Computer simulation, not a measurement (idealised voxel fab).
The following is a process module called voxel self aligned vias.
Cross-section cut: width 245 nm, square cells of 5 nm.
In this document a cross-section is written as a grid of square cells. It is given as a series of bands, listed from the top down, and a band is one or more rows of cells. Quick guide to a band line: top height, bottom height (nm) up front; then every material left to right with its width in nm. Only one material and it's marked "all across"? Then it fills the band edge to edge. And "empty" just means empty space. The reference from which all heights are counted is 0, the level beneath which the as-received wafer is entirely one material; the lowest band, having no lower bound, proceeds downward and is written after the example "0 -> down". The expression "30 to 40" gives the width at the extremes of the band, the first number at its top row of cells and the second at its bottom row, with the width changing by equal amounts from each row to the next in between. "nothing changed" -> step changed no cross-section cell. Empty spaces without an open route to the top, at least 8 cells in extent, make up the entry "Internal closed voids"; each is given as width x height at distance, where the distance is measured from the left edge, and all are in nm. Text after the settings on a step's line: the simulator's own remark on that step. What "overlay nm" on a step's line means: if the step has a mask, that mask lay this far to the right of its planned place, or, when the value is negative, to the left.

## Planned step list for the process
- 1: RECEIVE, material Si
- 2: CONFORMAL_DEP, material SiO2, thk nm 10
- 3: CONFORMAL_DEP, material SiCN, thk nm 5
- 4: DIRECTIONAL_DEP, material SiO2, thk nm 20
- 5: DIRECTIONAL_DEP, material aC, thk nm 10
- 6: PATTERN, tone open, mask id LINES, material resist, width nm 30, pitch nm 60, thk nm 30, overlay nm 0
- 7: DIRECTIONAL_ETCH, etch materials aC, depth nm 10
- 8: STRIP, etch materials resist
- 9: DIRECTIONAL_ETCH, etch materials SiO2, depth nm 20
- 10: STRIP, etch materials aC
- 11: CONFORMAL_DEP, material TiN, thk nm 5
- 12: FILL_DEP, material W, thk nm 10
- 13: CMP, height nm 35
- 14: SELECTIVE_ETCH, etch materials W Ru TiN, depth nm 10
- 15: FILL_DEP, material SiN, thk nm 10
- 16: CMP, height nm 35
- 17: DIRECTIONAL_DEP, material SiO2, thk nm 15
- 18: MASKED_ETCH, tone open, mask id VIAS, width nm 40, etch materials SiO2, depth nm 15, overlay nm 0
- 19: MASKED_ETCH, tone open, mask id VIAS, width nm 40, etch materials SiN, depth nm 10, overlay nm 0
- 20: CONFORMAL_DEP, material TiN, thk nm 5
- 21: FILL_DEP, material W, thk nm 5
- 22: CMP, height nm 50
- 23: CONFORMAL_DEP, material SiN, thk nm 5

## What follows covers the first of two wafers; it ran as planned

## Cross-section of the wafer upon arrival, representing the state reached after step 1
* 0 -> down: Si all across
* Internal closed voids: none

## Step 2 done - wafer cross-section
* 10 -> 0: SiO2 all across
* Note: structure below 0 unchanged.

## Step 3 done - wafer cross-section
* 15 -> 10: SiCN all across
* Note: structure below 10 unchanged.

## Step 4 done - wafer cross-section
* 35 -> 15: SiO2 all across
* Note: structure below 15 unchanged.

## Step 5 done - wafer cross-section
* 45 -> 35: aC all across
* Note: structure below 35 unchanged.

## Step 6 done - wafer cross-section
* 75 -> 45: resist 75 nm  empty 30 nm  resist 30 nm  empty 30 nm  resist 80 nm
* Note: structure below 45 unchanged.

## Step 7 done - wafer cross-section
* 65 -> 45: resist 75 nm  empty 30 nm  resist 30 nm  empty 30 nm  resist 80 nm
* 45 -> 35: aC 75 nm  empty 30 nm  aC 30 nm  empty 30 nm  aC 80 nm
* Note: structure below 35 unchanged.

## Step 8 done - wafer cross-section
* 45 -> 35: aC 75 nm  empty 30 nm  aC 30 nm  empty 30 nm  aC 80 nm
* Note: structure below 35 unchanged.

## Step 9 done - wafer cross-section
* 45 -> 35: aC 75 nm  empty 30 nm  aC 30 nm  empty 30 nm  aC 80 nm
* 35 -> 15: SiO2 75 nm  empty 30 nm  SiO2 30 nm  empty 30 nm  SiO2 80 nm
* Note: structure below 15 unchanged.

## Step 10 done - wafer cross-section
* 35 -> 15: SiO2 75 nm  empty 30 nm  SiO2 30 nm  empty 30 nm  SiO2 80 nm
* Note: structure below 15 unchanged.

## Step 11 done - wafer cross-section
* 40 -> 35: TiN 80 nm  empty 20 nm  TiN 40 nm  empty 20 nm  TiN 85 nm
* 35 -> 20: SiO2 75 nm  TiN 5 nm  empty 20 nm  TiN 5 nm  SiO2 30 nm  TiN 5 nm  empty 20 nm  TiN 5 nm  SiO2 80 nm
* 20 -> 15: SiO2 75 nm  TiN 30 nm  SiO2 30 nm  TiN 30 nm  SiO2 80 nm
* Note: structure below 15 unchanged.

## Step 12 done - wafer cross-section
* 50 -> 40: W all across
* 40 -> 35: TiN 80 nm  W 20 nm  TiN 40 nm  W 20 nm  TiN 85 nm
* 35 -> 20: SiO2 75 nm  TiN 5 nm  W 20 nm  TiN 5 nm  SiO2 30 nm  TiN 5 nm  W 20 nm  TiN 5 nm  SiO2 80 nm
* Note: structure below 20 unchanged.

## Step 13 done - wafer cross-section
* 35 -> 20: SiO2 75 nm  TiN 5 nm  W 20 nm  TiN 5 nm  SiO2 30 nm  TiN 5 nm  W 20 nm  TiN 5 nm  SiO2 80 nm
* Note: structure below 20 unchanged.

## Step 14 done - wafer cross-section
* 35 -> 25: SiO2 75 nm  empty 30 nm  SiO2 30 nm  empty 30 nm  SiO2 80 nm
* Note: structure below 25 unchanged.

## Step 15 done - wafer cross-section
* 45 -> 35: SiN all across
* 35 -> 25: SiO2 75 nm  SiN 30 nm  SiO2 30 nm  SiN 30 nm  SiO2 80 nm
* Note: structure below 25 unchanged.

## Step 16 done - wafer cross-section
* 35 -> 25: SiO2 75 nm  SiN 30 nm  SiO2 30 nm  SiN 30 nm  SiO2 80 nm
* Note: structure below 25 unchanged.

## Step 17 done - wafer cross-section
* 50 -> 35: SiO2 all across
* Note: structure below 35 unchanged.

## Step 18 done - wafer cross-section
* 50 -> 35: SiO2 70 nm  empty 40 nm  SiO2 135 nm
* Note: structure below 35 unchanged.

## Step 19 done - wafer cross-section
* 50 -> 35: SiO2 70 nm  empty 40 nm  SiO2 135 nm
* 35 -> 25: SiO2 75 nm  empty 30 nm  SiO2 30 nm  SiN 30 nm  SiO2 80 nm
* Note: structure below 25 unchanged.

## Step 20 done - wafer cross-section
* 55 -> 50: TiN 75 nm  empty 30 nm  TiN 140 nm
* 50 -> 40: SiO2 70 nm  TiN 5 nm  empty 30 nm  TiN 5 nm  SiO2 135 nm
* 40 -> 35: SiO2 70 nm  TiN 10 nm  empty 20 nm  TiN 10 nm  SiO2 135 nm
* 35 -> 30: SiO2 75 nm  TiN 5 nm  empty 20 nm  TiN 5 nm  SiO2 30 nm  SiN 30 nm  SiO2 80 nm
* 30 -> 25: SiO2 75 nm  TiN 30 nm  SiO2 30 nm  SiN 30 nm  SiO2 80 nm
* Note: structure below 25 unchanged.

## Step 21 done - wafer cross-section
* 60 -> 55: W all across
* 55 -> 50: TiN 75 nm  W 30 nm  TiN 140 nm
* 50 -> 40: SiO2 70 nm  TiN 5 nm  W 30 nm  TiN 5 nm  SiO2 135 nm
* 40 -> 35: SiO2 70 nm  TiN 10 nm  W 20 nm  TiN 10 nm  SiO2 135 nm
* 35 -> 30: SiO2 75 nm  TiN 5 nm  W 20 nm  TiN 5 nm  SiO2 30 nm  SiN 30 nm  SiO2 80 nm
* Note: structure below 30 unchanged.

## Step 22 done - wafer cross-section
* 50 -> 40: SiO2 70 nm  TiN 5 nm  W 30 nm  TiN 5 nm  SiO2 135 nm
* Note: structure below 40 unchanged.

## Step 23 done - wafer cross-section
* 55 -> 50: SiN all across
* Note: structure below 50 unchanged.

## The second wafer was prepared from the same starting point and under the same plan as the first; its processing contained one mistake, and it remains indistinguishable from the first wafer up to and including step 16

## Second wafer shown in cross-section at the time step 17 was slated to end
* 50 -> 35: Ru all across
* Note: structure below 35 unchanged.

Second wafer shown in cross-section at the time step 18 was slated to end: nothing changed

Second wafer shown in cross-section at the time step 19 was slated to end: nothing changed

## Second wafer shown in cross-section at the time step 20 was slated to end
* 55 -> 50: TiN all across
* Note: structure below 50 unchanged.

## Second wafer shown in cross-section at the time step 21 was slated to end
* 60 -> 55: W all across
* Note: structure below 55 unchanged.

## Second wafer shown in cross-section at the time step 22 was slated to end
* 50 -> 35: Ru all across
* Note: structure below 35 unchanged.

## Second wafer shown in cross-section at the time step 23 was slated to end
* 55 -> 50: SiN all across
* Note: structure below 50 unchanged.
So what did we get wrong on this run? step 17 ran with different settings than intended, the actual operation and settings being DIRECTIONAL_DEP, material Ru, thk nm 15
Bottom line after processing is that, in cells, the second wafer is up or down on some materials versus the first: Ru +147 | SiN +12 | SiO2 -123 | TiN -16 | W -20
